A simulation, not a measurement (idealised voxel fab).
This is a process module. Its name is voxel transistor to metal.
Cross-sectional view cut (width: 180 nm; square cell size: 5 nm).
Reading order for cross-sections: top band down to bottom band. Underlying form: a grid of square cells. Band size: one or more rows of cells. Heights first: top, then bottom, in nm. Then materials, left to right, each with a width in nm. "all across" on a single material: fills the band edge to edge. "air": empty space. Beneath 0, the wafer as received is one material, and that level is where height counting begins. The lowest band goes on downward without a bottom; it is written like "0..down". Note: "30 to 40" means the width goes from the first number (top row of the band) to the second number (bottom row) in equal steps per row of cells. "remained unchanged" (step): cross-section cells unchanged, all of them. Basically, "Voids lacking openings" tells you about the enclosed voids: empty spaces with no open way to the top, 8 cells or bigger, each written width x height at distance, where distance is from the left edge, all in nm. It should be noted that, on the line of a given step, the content following the step's settings is a remark produced by the simulator itself with respect to that step. "overlay nm" denotes, for a step that has a mask, the displacement of the mask to the right of its planned place, with negative values corresponding to the left.

# List of planned process steps
1 RECEIVE (material Si)
2 CONFORMAL_DEP (material SiO2; thk nm 5)
3 CONFORMAL_DEP (material SiN; thk nm 10)
4 DIRECTIONAL_DEP (material aC; thk nm 10)
5 PATTERN (tone cover; mask id ACTIVE; material resist; width nm 110; thk nm 30; overlay nm 0)
6 DIRECTIONAL_ETCH (etch materials aC; depth nm 10)
7 STRIP (etch materials resist)
8 DIRECTIONAL_ETCH (etch materials SiN; depth nm 10)
9 DIRECTIONAL_ETCH (etch materials SiO2; depth nm 5)
10 DIRECTIONAL_ETCH (etch materials Si; depth nm 30)
11 STRIP (etch materials aC)
12 FILL_DEP (material SiO2; thk nm 10)
13 CMP (height nm 15)
14 SELECTIVE_ETCH (etch materials SiO2; depth nm 5)
15 STRIP (etch materials SiN)
16 SELECTIVE_ETCH (etch materials SiO2; depth nm 5)
17 OXIDIZE (depth nm 5)
18 DIRECTIONAL_DEP (material polySi; thk nm 25)
19 DIRECTIONAL_DEP (material SiCN; thk nm 15)
20 PATTERN (tone cover; mask id GATE; material resist; width nm 30; thk nm 20; overlay nm 0)
21 DIRECTIONAL_ETCH (etch materials SiCN; depth nm 25)
22 DIRECTIONAL_ETCH (etch materials polySi; depth nm 35)
23 STRIP (etch materials resist)
24 CONFORMAL_DEP (material SiN; thk nm 5)
25 DIRECTIONAL_ETCH (etch materials SiN; depth nm 5)
26 DIRECTIONAL_ETCH (etch materials SiO2; depth nm 5)
27 DIRECTIONAL_ETCH (etch materials Si; depth nm 10)
28 EPI (material SiGe; thk nm 10)
29 FILL_DEP (material SiO2; thk nm 10)
30 CMP (height nm 25)
31 STRIP (etch materials polySi)
32 SELECTIVE_ETCH (etch materials SiO2; depth nm 5)
33 CONFORMAL_DEP (material HfO2; thk nm 5)
34 CONFORMAL_DEP (material TiN; thk nm 5)
35 FILL_DEP (material W; thk nm 10)
36 CMP (height nm 20)
37 DIRECTIONAL_DEP (material SiO2; thk nm 10)
38 DIRECTIONAL_DEP (material aC; thk nm 10)
39 PATTERN (tone open; mask id CONTACT; material resist; width nm 15; pitch nm 75; thk nm 25; overlay nm 0)
40 DIRECTIONAL_ETCH (etch materials aC; depth nm 10)
41 STRIP (etch materials resist)
42 DIRECTIONAL_ETCH (etch materials SiO2; depth nm 35)
43 STRIP (etch materials aC)
44 CONFORMAL_DEP (material TiN; thk nm 5)
45 FILL_DEP (material W; thk nm 5)
46 CMP (height nm 30)
47 DIRECTIONAL_DEP (material TiN; thk nm 5)
48 DIRECTIONAL_DEP (material Ru; thk nm 20)
49 DIRECTIONAL_DEP (material aC; thk nm 15)
50 PATTERN (tone cover; mask id METAL_1; material resist; width nm 15; pitch nm 75; thk nm 35; overlay nm 0)
51 DIRECTIONAL_ETCH (etch materials aC; depth nm 15)
52 STRIP (etch materials resist)
53 DIRECTIONAL_ETCH (etch materials Ru; depth nm 20)
54 DIRECTIONAL_ETCH (etch materials TiN; depth nm 5)
55 STRIP (etch materials aC)
56 CONFORMAL_DEP (material SiN; thk nm 5)
57 FILL_DEP (material lowk; thk nm 10)
58 CMP (height nm 55)
59 CONFORMAL_DEP (material SiCN; thk nm 5)

# On the first of the two wafers: run conducted according to plan

# Cross-section of the incoming wafer, state after step 1
    0..down | Si all across
    Voids lacking openings: none

# After step 2, in cross-section
    5..0 | SiO2 all across
    Below 0, no change.

# After step 3, in cross-section
    15..5 | SiN all across
    Below 5, no change.

# After step 4, in cross-section
    25..15 | aC all across
    Below 15, no change.

# After step 5, in cross-section
    55..25 | air 35  resist 110  air 35
    Below 25, no change.

# After step 6, in cross-section
    45..25 | air 35  resist 110  air 35
    25..15 | air 35  aC 110  air 35
    Below 15, no change.

# After step 7, in cross-section
    25..15 | air 35  aC 110  air 35
    Below 15, no change.

# After step 8, in cross-section
    25..15 | air 35  aC 110  air 35
    15..5 | air 35  SiN 110  air 35
    Below 5, no change.

# After step 9, in cross-section
    25..15 | air 35  aC 110  air 35
    15..5 | air 35  SiN 110  air 35
    5..0 | air 35  SiO2 110  air 35
    Below 0, no change.

# After step 10, in cross-section
    25..15 | air 35  aC 110  air 35
    15..5 | air 35  SiN 110  air 35
    5..0 | air 35  SiO2 110  air 35
    0..-30 | air 35  Si 110  air 35
    Below -30, no change.

# After step 11, in cross-section
    15..5 | air 35  SiN 110  air 35
    Below 5, no change.

# After step 12, in cross-section
    25..15 | SiO2 all across
    15..5 | SiO2 35  SiN 110  SiO2 35
    5..0 | SiO2 all across
    0..-30 | SiO2 35  Si 110  SiO2 35
    Below -30, no change.

# After step 13, in cross-section
    15..5 | SiO2 35  SiN 110  SiO2 35
    Below 5, no change.

# After step 14, in cross-section
    15..10 | air 35  SiN 110  air 35
    Below 10, no change.

# After step 15, in cross-section
    10..5 | SiO2 35  air 110  SiO2 35
    Below 5, no change.

# After step 16, in cross-section
    5..0 | SiO2 30  air 120  SiO2 30
    Below 0, no change.

# After step 17, in cross-section
    5..0 | SiO2 30  air 120  SiO2 30
    0..-5 | SiO2 all across
    Below -5, no change.

# After step 18, in cross-section
    30..25 | polySi 30  air 120  polySi 30
    25..5 | polySi all across
    5..0 | SiO2 30  polySi 120  SiO2 30
    Below 0, no change.

# After step 19, in cross-section
    45..40 | SiCN 30  air 120  SiCN 30
    40..30 | SiCN all across
    30..25 | polySi 30  SiCN 120  polySi 30
    Below 25, no change.

# After step 20, in cross-section
    65..45 | air 75  resist 30  air 75
    45..40 | SiCN 30  air 45  resist 30  air 45  SiCN 30
    Below 40, no change.

# After step 21, in cross-section
    65..40 | air 75  resist 30  air 75
    40..30 | air 75  SiCN 30  air 75
    30..25 | polySi 30  air 45  SiCN 30  air 45  polySi 30
    Below 25, no change.

# After step 22, in cross-section
    65..40 | air 75  resist 30  air 75
    40..25 | air 75  SiCN 30  air 75
    25..5 | air 75  polySi 30  air 75
    5..0 | SiO2 30  air 45  polySi 30  air 45  SiO2 30
    Below 0, no change.

# After step 23, in cross-section
    40..25 | air 75  SiCN 30  air 75
    Below 25, no change.

# After step 24, in cross-section
    45..40 | air 70  SiN 40  air 70
    40..25 | air 70  SiN 5  SiCN 30  SiN 5  air 70
    25..10 | air 70  SiN 5  polySi 30  SiN 5  air 70
    10..5 | SiN 35  air 35  SiN 5  polySi 30  SiN 5  air 35  SiN 35
    5..0 | SiO2 30  SiN 45  polySi 30  SiN 45  SiO2 30
    Below 0, no change.

# After step 25, in cross-section
    40..25 | air 70  SiN 5  SiCN 30  SiN 5  air 70
    25..5 | air 70  SiN 5  polySi 30  SiN 5  air 70
    5..0 | SiO2 30  SiN 5  air 35  SiN 5  polySi 30  SiN 5  air 35  SiN 5  SiO2 30
    Below 0, no change.

# After step 26, in cross-section
    40..25 | air 70  SiN 5  SiCN 30  SiN 5  air 70
    25..5 | air 70  SiN 5  polySi 30  SiN 5  air 70
    5..0 | air 30  SiN 5  air 35  SiN 5  polySi 30  SiN 5  air 35  SiN 5  air 30
    0..-5 | SiO2 35  air 35  SiO2 40  air 35  SiO2 35
    Below -5, no change.

# After step 27, in cross-section
    40..25 | air 70  SiN 5  SiCN 30  SiN 5  air 70
    25..5 | air 70  SiN 5  polySi 30  SiN 5  air 70
    5..0 | air 30  SiN 5  air 35  SiN 5  polySi 30  SiN 5  air 35  SiN 5  air 30
    0..-5 | SiO2 35  air 35  SiO2 40  air 35  SiO2 35
    -5..-15 | SiO2 35  air 35  Si 40  air 35  SiO2 35
    Below -15, no change.

# After step 28, in cross-section
    40..25 | air 70  SiN 5  SiCN 30  SiN 5  air 70
    25..5 | air 70  SiN 5  polySi 30  SiN 5  air 70
    5..0 | air 30  SiN 5  air 25  SiGe 10  SiN 5  polySi 30  SiN 5  SiGe 10  air 25  SiN 5  air 30
    0..-5 | SiO2 35  air 25  SiGe 10  SiO2 40  SiGe 10  air 25  SiO2 35
    -5..-15 | SiO2 35  SiGe 35  Si 40  SiGe 35  SiO2 35
    Below -15, no change.

# After step 29, in cross-section
    50..40 | SiO2 all across
    40..25 | SiO2 70  SiN 5  SiCN 30  SiN 5  SiO2 70
    25..5 | SiO2 70  SiN 5  polySi 30  SiN 5  SiO2 70
    5..0 | SiO2 30  SiN 5  SiO2 25  SiGe 10  SiN 5  polySi 30  SiN 5  SiGe 10  SiO2 25  SiN 5  SiO2 30
    0..-5 | SiO2 60  SiGe 10  SiO2 40  SiGe 10  SiO2 60
    Below -5, no change.

# After step 30, in cross-section
    25..5 | SiO2 70  SiN 5  polySi 30  SiN 5  SiO2 70
    Below 5, no change.

# After step 31, in cross-section
    25..5 | SiO2 70  SiN 5  air 30  SiN 5  SiO2 70
    5..0 | SiO2 30  SiN 5  SiO2 25  SiGe 10  SiN 5  air 30  SiN 5  SiGe 10  SiO2 25  SiN 5  SiO2 30
    Below 0, no change.

# After step 32, in cross-section
    25..20 | air 70  SiN 5  air 30  SiN 5  air 70
    20..5 | SiO2 70  SiN 5  air 30  SiN 5  SiO2 70
    5..0 | SiO2 30  SiN 5  SiO2 25  SiGe 10  SiN 5  air 30  SiN 5  SiGe 10  SiO2 25  SiN 5  SiO2 30
    0..-5 | SiO2 60  SiGe 10  air 40  SiGe 10  SiO2 60
    Below -5, no change.

# After step 33, in cross-section
    30..25 | air 65  HfO2 15  air 20  HfO2 15  air 65
    25..20 | HfO2 70  SiN 5  HfO2 5  air 20  HfO2 5  SiN 5  HfO2 70
    20..5 | SiO2 70  SiN 5  HfO2 5  air 20  HfO2 5  SiN 5  SiO2 70
    5..0 | SiO2 30  SiN 5  SiO2 25  SiGe 10  SiN 5  HfO2 5  air 20  HfO2 5  SiN 5  SiGe 10  SiO2 25  SiN 5  SiO2 30
    0..-5 | SiO2 60  SiGe 10  HfO2 40  SiGe 10  SiO2 60
    Below -5, no change.

# After step 34, in cross-section
    35..30 | air 60  TiN 25  air 10  TiN 25  air 60
    30..25 | TiN 65  HfO2 15  TiN 5  air 10  TiN 5  HfO2 15  TiN 65
    25..20 | HfO2 70  SiN 5  HfO2 5  TiN 5  air 10  TiN 5  HfO2 5  SiN 5  HfO2 70
    20..5 | SiO2 70  SiN 5  HfO2 5  TiN 5  air 10  TiN 5  HfO2 5  SiN 5  SiO2 70
    5..0 | SiO2 30  SiN 5  SiO2 25  SiGe 10  SiN 5  HfO2 5  TiN 20  HfO2 5  SiN 5  SiGe 10  SiO2 25  SiN 5  SiO2 30
    Below 0, no change.

# After step 35, in cross-section
    45..35 | W all across
    35..30 | W 60  TiN 25  W 10  TiN 25  W 60
    30..25 | TiN 65  HfO2 15  TiN 5  W 10  TiN 5  HfO2 15  TiN 65
    25..20 | HfO2 70  SiN 5  HfO2 5  TiN 5  W 10  TiN 5  HfO2 5  SiN 5  HfO2 70
    20..5 | SiO2 70  SiN 5  HfO2 5  TiN 5  W 10  TiN 5  HfO2 5  SiN 5  SiO2 70
    Below 5, no change.

# After step 36, in cross-section
    20..5 | SiO2 70  SiN 5  HfO2 5  TiN 5  W 10  TiN 5  HfO2 5  SiN 5  SiO2 70
    Below 5, no change.

# After step 37, in cross-section
    30..20 | SiO2 all across
    Below 20, no change.

# After step 38, in cross-section
    40..30 | aC all across
    Below 30, no change.

# After step 39, in cross-section
    65..40 | resist 45  air 15  resist 60  air 15  resist 45
    Below 40, no change.

# After step 40, in cross-section
    55..40 | resist 45  air 15  resist 60  air 15  resist 45
    40..30 | aC 45  air 15  aC 60  air 15  aC 45
    Below 30, no change.

# After step 41, in cross-section
    40..30 | aC 45  air 15  aC 60  air 15  aC 45
    Below 30, no change.

# After step 42, in cross-section
    40..30 | aC 45  air 15  aC 60  air 15  aC 45
    30..20 | SiO2 45  air 15  SiO2 60  air 15  SiO2 45
    20..5 | SiO2 45  air 15  SiO2 10  SiN 5  HfO2 5  TiN 5  W 10  TiN 5  HfO2 5  SiN 5  SiO2 10  air 15  SiO2 45
    5..0 | SiO2 30  SiN 5  SiO2 10  air 15  SiGe 10  SiN 5  HfO2 5  TiN 20  HfO2 5  SiN 5  SiGe 10  air 15  SiO2 10  SiN 5  SiO2 30
    0..-5 | SiO2 45  air 15  SiGe 10  HfO2 40  SiGe 10  air 15  SiO2 45
    Below -5, no change.

# After step 43, in cross-section
    30..20 | SiO2 45  air 15  SiO2 60  air 15  SiO2 45
    Below 20, no change.

# After step 44, in cross-section
    35..30 | TiN 50  air 5  TiN 70  air 5  TiN 50
    30..20 | SiO2 45  TiN 5  air 5  TiN 5  SiO2 60  TiN 5  air 5  TiN 5  SiO2 45
    20..5 | SiO2 45  TiN 5  air 5  TiN 5  SiO2 10  SiN 5  HfO2 5  TiN 5  W 10  TiN 5  HfO2 5  SiN 5  SiO2 10  TiN 5  air 5  TiN 5  SiO2 45
    5..0 | SiO2 30  SiN 5  SiO2 10  TiN 5  air 5  TiN 5  SiGe 10  SiN 5  HfO2 5  TiN 20  HfO2 5  SiN 5  SiGe 10  TiN 5  air 5  TiN 5  SiO2 10  SiN 5  SiO2 30
    0..-5 | SiO2 45  TiN 15  SiGe 10  HfO2 40  SiGe 10  TiN 15  SiO2 45
    Below -5, no change.

# After step 45, in cross-section
    40..35 | W all across
    35..30 | TiN 50  W 5  TiN 70  W 5  TiN 50
    30..20 | SiO2 45  TiN 5  W 5  TiN 5  SiO2 60  TiN 5  W 5  TiN 5  SiO2 45
    20..5 | SiO2 45  TiN 5  W 5  TiN 5  SiO2 10  SiN 5  HfO2 5  TiN 5  W 10  TiN 5  HfO2 5  SiN 5  SiO2 10  TiN 5  W 5  TiN 5  SiO2 45
    5..0 | SiO2 30  SiN 5  SiO2 10  TiN 5  W 5  TiN 5  SiGe 10  SiN 5  HfO2 5  TiN 20  HfO2 5  SiN 5  SiGe 10  TiN 5  W 5  TiN 5  SiO2 10  SiN 5  SiO2 30
    Below 0, no change.

# After step 46, in cross-section
    30..20 | SiO2 45  TiN 5  W 5  TiN 5  SiO2 60  TiN 5  W 5  TiN 5  SiO2 45
    Below 20, no change.

# After step 47, in cross-section
    35..30 | TiN all across
    Below 30, no change.

# After step 48, in cross-section
    55..35 | Ru all across
    Below 35, no change.

# After step 49, in cross-section
    70..55 | aC all across
    Below 55, no change.

# After step 50, in cross-section
    105..70 | air 45  resist 15  air 60  resist 15  air 45
    Below 70, no change.

# After step 51, in cross-section
    90..70 | air 45  resist 15  air 60  resist 15  air 45
    70..55 | air 45  aC 15  air 60  aC 15  air 45
    Below 55, no change.

# After step 52, in cross-section
    70..55 | air 45  aC 15  air 60  aC 15  air 45
    Below 55, no change.

# After step 53, in cross-section
    70..55 | air 45  aC 15  air 60  aC 15  air 45
    55..35 | air 45  Ru 15  air 60  Ru 15  air 45
    Below 35, no change.

# After step 54, in cross-section
    70..55 | air 45  aC 15  air 60  aC 15  air 45
    55..35 | air 45  Ru 15  air 60  Ru 15  air 45
    35..30 | air 45  TiN 15  air 60  TiN 15  air 45
    Below 30, no change.

# After step 55, in cross-section
    55..35 | air 45  Ru 15  air 60  Ru 15  air 45
    Below 35, no change.

# After step 56, in cross-section
    60..55 | air 40  SiN 25  air 50  SiN 25  air 40
    55..35 | air 40  SiN 5  Ru 15  SiN 5  air 50  SiN 5  Ru 15  SiN 5  air 40
    35..30 | SiN 45  TiN 15  SiN 60  TiN 15  SiN 45
    Below 30, no change.

# After step 57, in cross-section
    70..60 | lowk all across
    60..55 | lowk 40  SiN 25  lowk 50  SiN 25  lowk 40
    55..35 | lowk 40  SiN 5  Ru 15  SiN 5  lowk 50  SiN 5  Ru 15  SiN 5  lowk 40
    Below 35, no change.

# After step 58, in cross-section
    55..35 | lowk 40  SiN 5  Ru 15  SiN 5  lowk 50  SiN 5  Ru 15  SiN 5  lowk 40
    Below 35, no change.

# After step 59, in cross-section
    60..55 | SiCN all across
    Below 55, no change.

# Now the other wafer: same start, same recipe, but we messed up one thing when running it. Up to and including step 4 it's the same as the first one

# Second wafer: cross-section at the scheduled end of step 5
    55..25 | resist 35  air 110  resist 35
    Below 25, no change.

# Second wafer: cross-section at the scheduled end of step 6
    45..25 | resist 35  air 110  resist 35
    25..15 | aC 35  air 110  aC 35
    Below 15, no change.

# Second wafer: cross-section at the scheduled end of step 7
    25..15 | aC 35  air 110  aC 35
    Below 15, no change.

# Second wafer: cross-section at the scheduled end of step 8
    25..15 | aC 35  air 110  aC 35
    15..5 | SiN 35  air 110  SiN 35
    Below 5, no change.

# Second wafer: cross-section at the scheduled end of step 9
    25..15 | aC 35  air 110  aC 35
    15..5 | SiN 35  air 110  SiN 35
    5..0 | SiO2 35  air 110  SiO2 35
    Below 0, no change.

# Second wafer: cross-section at the scheduled end of step 10
    25..15 | aC 35  air 110  aC 35
    15..5 | SiN 35  air 110  SiN 35
    5..0 | SiO2 35  air 110  SiO2 35
    0..-30 | Si 35  air 110  Si 35
    Below -30, no change.

# Second wafer: cross-section at the scheduled end of step 11
    15..5 | SiN 35  air 110  SiN 35
    Below 5, no change.

# Second wafer: cross-section at the scheduled end of step 12
    25..15 | SiO2 all across
    15..5 | SiN 35  SiO2 110  SiN 35
    5..0 | SiO2 all across
    0..-30 | Si 35  SiO2 110  Si 35
    Below -30, no change.

# Second wafer: cross-section at the scheduled end of step 13
    15..5 | SiN 35  SiO2 110  SiN 35
    Below 5, no change.

# Second wafer: cross-section at the scheduled end of step 14
    15..10 | SiN 35  air 110  SiN 35
    Below 10, no change.

# Second wafer: cross-section at the scheduled end of step 15
    10..5 | air 35  SiO2 110  air 35
    Below 5, no change.

# Second wafer: cross-section at the scheduled end of step 16
    5..0 | air 40  SiO2 100  air 40
    Below 0, no change.

# Second wafer: cross-section at the scheduled end of step 17
    5..0 | air 40  SiO2 100  air 40
    0..-5 | SiO2 all across
    Below -5, no change.

# Second wafer: cross-section at the scheduled end of step 18
    30..25 | air 40  polySi 100  air 40
    25..5 | polySi all across
    5..0 | polySi 40  SiO2 100  polySi 40
    Below 0, no change.

# Second wafer: cross-section at the scheduled end of step 19
    45..40 | air 40  SiCN 100  air 40
    40..30 | SiCN all across
    30..25 | SiCN 40  polySi 100  SiCN 40
    Below 25, no change.

# Second wafer: cross-section at the scheduled end of step 20
    65..45 | air 75  resist 30  air 75
    Below 45, no change.

# Second wafer: cross-section at the scheduled end of step 21
    65..45 | air 75  resist 30  air 75
    45..30 | air 75  SiCN 30  air 75
    30..25 | air 40  polySi 100  air 40
    Below 25, no change.

# Second wafer: cross-section at the scheduled end of step 22
    65..45 | air 75  resist 30  air 75
    45..30 | air 75  SiCN 30  air 75
    30..5 | air 75  polySi 30  air 75
    5..0 | air 40  SiO2 100  air 40
    Below 0, no change.

# Second wafer: cross-section at the scheduled end of step 23
    45..30 | air 75  SiCN 30  air 75
    Below 30, no change.

# Second wafer: cross-section at the scheduled end of step 24
    50..45 | air 70  SiN 40  air 70
    45..30 | air 70  SiN 5  SiCN 30  SiN 5  air 70
    30..10 | air 70  SiN 5  polySi 30  SiN 5  air 70
    10..5 | air 35  SiN 40  polySi 30  SiN 40  air 35
    5..0 | SiN 40  SiO2 100  SiN 40
    Below 0, no change.

# Second wafer: cross-section at the scheduled end of step 25
    45..30 | air 70  SiN 5  SiCN 30  SiN 5  air 70
    30..5 | air 70  SiN 5  polySi 30  SiN 5  air 70
    5..0 | air 35  SiN 5  SiO2 100  SiN 5  air 35
    Below 0, no change.

# Second wafer: cross-section at the scheduled end of step 26
    45..30 | air 70  SiN 5  SiCN 30  SiN 5  air 70
    30..5 | air 70  SiN 5  polySi 30  SiN 5  air 70
    5..0 | air 35  SiN 5  air 30  SiO2 40  air 30  SiN 5  air 35
    0..-5 | air 35  SiO2 110  air 35
    Below -5, no change.

# Second wafer: cross-section at the scheduled end of step 27
    45..30 | air 70  SiN 5  SiCN 30  SiN 5  air 70
    30..5 | air 70  SiN 5  polySi 30  SiN 5  air 70
    5..0 | air 35  SiN 5  air 30  SiO2 40  air 30  SiN 5  air 35
    0..-15 | air 35  SiO2 110  air 35
    Below -15, no change.

# Second wafer: cross-section at the scheduled end of step 28
    45..30 | air 70  SiN 5  SiCN 30  SiN 5  air 70
    30..5 | air 70  SiN 5  polySi 30  SiN 5  air 70
    5..0 | air 35  SiN 5  air 30  SiO2 40  air 30  SiN 5  air 35
    0..-5 | air 35  SiO2 110  air 35
    -5..-15 | SiGe 35  SiO2 110  SiGe 35
    Below -15, no change.

# Second wafer: cross-section at the scheduled end of step 29
    55..45 | SiO2 all across
    45..30 | SiO2 70  SiN 5  SiCN 30  SiN 5  SiO2 70
    30..5 | SiO2 70  SiN 5  polySi 30  SiN 5  SiO2 70
    5..0 | SiO2 35  SiN 5  SiO2 100  SiN 5  SiO2 35
    0..-5 | SiO2 all across
    Below -5, no change.

# Second wafer: cross-section at the scheduled end of step 30
    25..5 | SiO2 70  SiN 5  polySi 30  SiN 5  SiO2 70
    Below 5, no change.

# Second wafer: cross-section at the scheduled end of step 31
    25..5 | SiO2 70  SiN 5  air 30  SiN 5  SiO2 70
    Below 5, no change.

# Second wafer: cross-section at the scheduled end of step 32
    25..20 | air 70  SiN 5  air 30  SiN 5  air 70
    20..5 | SiO2 70  SiN 5  air 30  SiN 5  SiO2 70
    5..0 | SiO2 35  SiN 5  SiO2 30  air 40  SiO2 30  SiN 5  SiO2 35
    Below 0, no change.

# Second wafer: cross-section at the scheduled end of step 33
    30..25 | air 65  HfO2 15  air 20  HfO2 15  air 65
    25..20 | HfO2 70  SiN 5  HfO2 5  air 20  HfO2 5  SiN 5  HfO2 70
    20..5 | SiO2 70  SiN 5  HfO2 5  air 20  HfO2 5  SiN 5  SiO2 70
    5..0 | SiO2 35  SiN 5  SiO2 30  HfO2 40  SiO2 30  SiN 5  SiO2 35
    Below 0, no change.

# Second wafer: cross-section at the scheduled end of step 34
    35..30 | air 60  TiN 25  air 10  TiN 25  air 60
    30..25 | TiN 65  HfO2 15  TiN 5  air 10  TiN 5  HfO2 15  TiN 65
    25..20 | HfO2 70  SiN 5  HfO2 5  TiN 5  air 10  TiN 5  HfO2 5  SiN 5  HfO2 70
    20..10 | SiO2 70  SiN 5  HfO2 5  TiN 5  air 10  TiN 5  HfO2 5  SiN 5  SiO2 70
    10..5 | SiO2 70  SiN 5  HfO2 5  TiN 20  HfO2 5  SiN 5  SiO2 70
    Below 5, no change.

# Second wafer: cross-section at the scheduled end of step 35
    45..35 | W all across
    35..30 | W 60  TiN 25  W 10  TiN 25  W 60
    30..25 | TiN 65  HfO2 15  TiN 5  W 10  TiN 5  HfO2 15  TiN 65
    25..20 | HfO2 70  SiN 5  HfO2 5  TiN 5  W 10  TiN 5  HfO2 5  SiN 5  HfO2 70
    20..10 | SiO2 70  SiN 5  HfO2 5  TiN 5  W 10  TiN 5  HfO2 5  SiN 5  SiO2 70
    Below 10, no change.

# Second wafer: cross-section at the scheduled end of step 36
    20..10 | SiO2 70  SiN 5  HfO2 5  TiN 5  W 10  TiN 5  HfO2 5  SiN 5  SiO2 70
    Below 10, no change.

# Second wafer: cross-section at the scheduled end of step 37
    30..20 | SiO2 all across
    Below 20, no change.

# Second wafer: cross-section at the scheduled end of step 38
    40..30 | aC all across
    Below 30, no change.

# Second wafer: cross-section at the scheduled end of step 39
    65..40 | resist 45  air 15  resist 60  air 15  resist 45
    Below 40, no change.

# Second wafer: cross-section at the scheduled end of step 40
    55..40 | resist 45  air 15  resist 60  air 15  resist 45
    40..30 | aC 45  air 15  aC 60  air 15  aC 45
    Below 30, no change.

# Second wafer: cross-section at the scheduled end of step 41
    40..30 | aC 45  air 15  aC 60  air 15  aC 45
    Below 30, no change.

# Second wafer: cross-section at the scheduled end of step 42
    40..30 | aC 45  air 15  aC 60  air 15  aC 45
    30..20 | SiO2 45  air 15  SiO2 60  air 15  SiO2 45
    20..10 | SiO2 45  air 15  SiO2 10  SiN 5  HfO2 5  TiN 5  W 10  TiN 5  HfO2 5  SiN 5  SiO2 10  air 15  SiO2 45
    10..5 | SiO2 45  air 15  SiO2 10  SiN 5  HfO2 5  TiN 20  HfO2 5  SiN 5  SiO2 10  air 15  SiO2 45
    5..0 | SiO2 35  SiN 5  SiO2 5  air 15  SiO2 10  HfO2 40  SiO2 10  air 15  SiO2 5  SiN 5  SiO2 35
    0..-5 | SiO2 45  air 15  SiO2 60  air 15  SiO2 45
    Below -5, no change.

# Second wafer: cross-section at the scheduled end of step 43
    30..20 | SiO2 45  air 15  SiO2 60  air 15  SiO2 45
    Below 20, no change.

# Second wafer: cross-section at the scheduled end of step 44
    35..30 | TiN 50  air 5  TiN 70  air 5  TiN 50
    30..20 | SiO2 45  TiN 5  air 5  TiN 5  SiO2 60  TiN 5  air 5  TiN 5  SiO2 45
    20..10 | SiO2 45  TiN 5  air 5  TiN 5  SiO2 10  SiN 5  HfO2 5  TiN 5  W 10  TiN 5  HfO2 5  SiN 5  SiO2 10  TiN 5  air 5  TiN 5  SiO2 45
    10..5 | SiO2 45  TiN 5  air 5  TiN 5  SiO2 10  SiN 5  HfO2 5  TiN 20  HfO2 5  SiN 5  SiO2 10  TiN 5  air 5  TiN 5  SiO2 45
    5..0 | SiO2 35  SiN 5  SiO2 5  TiN 5  air 5  TiN 5  SiO2 10  HfO2 40  SiO2 10  TiN 5  air 5  TiN 5  SiO2 5  SiN 5  SiO2 35
    0..-5 | SiO2 45  TiN 15  SiO2 60  TiN 15  SiO2 45
    Below -5, no change.

# Second wafer: cross-section at the scheduled end of step 45
    40..35 | W all across
    35..30 | TiN 50  W 5  TiN 70  W 5  TiN 50
    30..20 | SiO2 45  TiN 5  W 5  TiN 5  SiO2 60  TiN 5  W 5  TiN 5  SiO2 45
    20..10 | SiO2 45  TiN 5  W 5  TiN 5  SiO2 10  SiN 5  HfO2 5  TiN 5  W 10  TiN 5  HfO2 5  SiN 5  SiO2 10  TiN 5  W 5  TiN 5  SiO2 45
    10..5 | SiO2 45  TiN 5  W 5  TiN 5  SiO2 10  SiN 5  HfO2 5  TiN 20  HfO2 5  SiN 5  SiO2 10  TiN 5  W 5  TiN 5  SiO2 45
    5..0 | SiO2 35  SiN 5  SiO2 5  TiN 5  W 5  TiN 5  SiO2 10  HfO2 40  SiO2 10  TiN 5  W 5  TiN 5  SiO2 5  SiN 5  SiO2 35
    Below 0, no change.

# Second wafer: cross-section at the scheduled end of step 46
    30..20 | SiO2 45  TiN 5  W 5  TiN 5  SiO2 60  TiN 5  W 5  TiN 5  SiO2 45
    Below 20, no change.

# Second wafer: cross-section at the scheduled end of step 47
    35..30 | TiN all across
    Below 30, no change.

# Second wafer: cross-section at the scheduled end of step 48
    55..35 | Ru all across
    Below 35, no change.

# Second wafer: cross-section at the scheduled end of step 49
    70..55 | aC all across
    Below 55, no change.

# Second wafer: cross-section at the scheduled end of step 50
    105..70 | air 45  resist 15  air 60  resist 15  air 45
    Below 70, no change.

# Second wafer: cross-section at the scheduled end of step 51
    90..70 | air 45  resist 15  air 60  resist 15  air 45
    70..55 | air 45  aC 15  air 60  aC 15  air 45
    Below 55, no change.

# Second wafer: cross-section at the scheduled end of step 52
    70..55 | air 45  aC 15  air 60  aC 15  air 45
    Below 55, no change.

# Second wafer: cross-section at the scheduled end of step 53
    70..55 | air 45  aC 15  air 60  aC 15  air 45
    55..35 | air 45  Ru 15  air 60  Ru 15  air 45
    Below 35, no change.

# Second wafer: cross-section at the scheduled end of step 54
    70..55 | air 45  aC 15  air 60  aC 15  air 45
    55..35 | air 45  Ru 15  air 60  Ru 15  air 45
    35..30 | air 45  TiN 15  air 60  TiN 15  air 45
    Below 30, no change.

# Second wafer: cross-section at the scheduled end of step 55
    55..35 | air 45  Ru 15  air 60  Ru 15  air 45
    Below 35, no change.

# Second wafer: cross-section at the scheduled end of step 56
    60..55 | air 40  SiN 25  air 50  SiN 25  air 40
    55..35 | air 40  SiN 5  Ru 15  SiN 5  air 50  SiN 5  Ru 15  SiN 5  air 40
    35..30 | SiN 45  TiN 15  SiN 60  TiN 15  SiN 45
    Below 30, no change.

# Second wafer: cross-section at the scheduled end of step 57
    70..60 | lowk all across
    60..55 | lowk 40  SiN 25  lowk 50  SiN 25  lowk 40
    55..35 | lowk 40  SiN 5  Ru 15  SiN 5  lowk 50  SiN 5  Ru 15  SiN 5  lowk 40
    Below 35, no change.

# Second wafer: cross-section at the scheduled end of step 58
    55..35 | lowk 40  SiN 5  Ru 15  SiN 5  lowk 50  SiN 5  Ru 15  SiN 5  lowk 40
    Below 35, no change.

# Second wafer: cross-section at the scheduled end of step 59
    60..55 | SiCN all across
    Below 55, no change.
Misprocessing identified: step 5 did not use the planned setting and instead ran as PATTERN (tone open; mask id ACTIVE; material resist; width nm 110; thk nm 30; overlay nm 0)
Final wafer comparison in cells, second versus first, more or fewer per material: 2 fewer of HfO2 | 40 fewer of Si | 8 fewer of SiGe | 2 fewer of SiN | 56 more of SiO2 | 2 fewer of TiN | 2 fewer of W
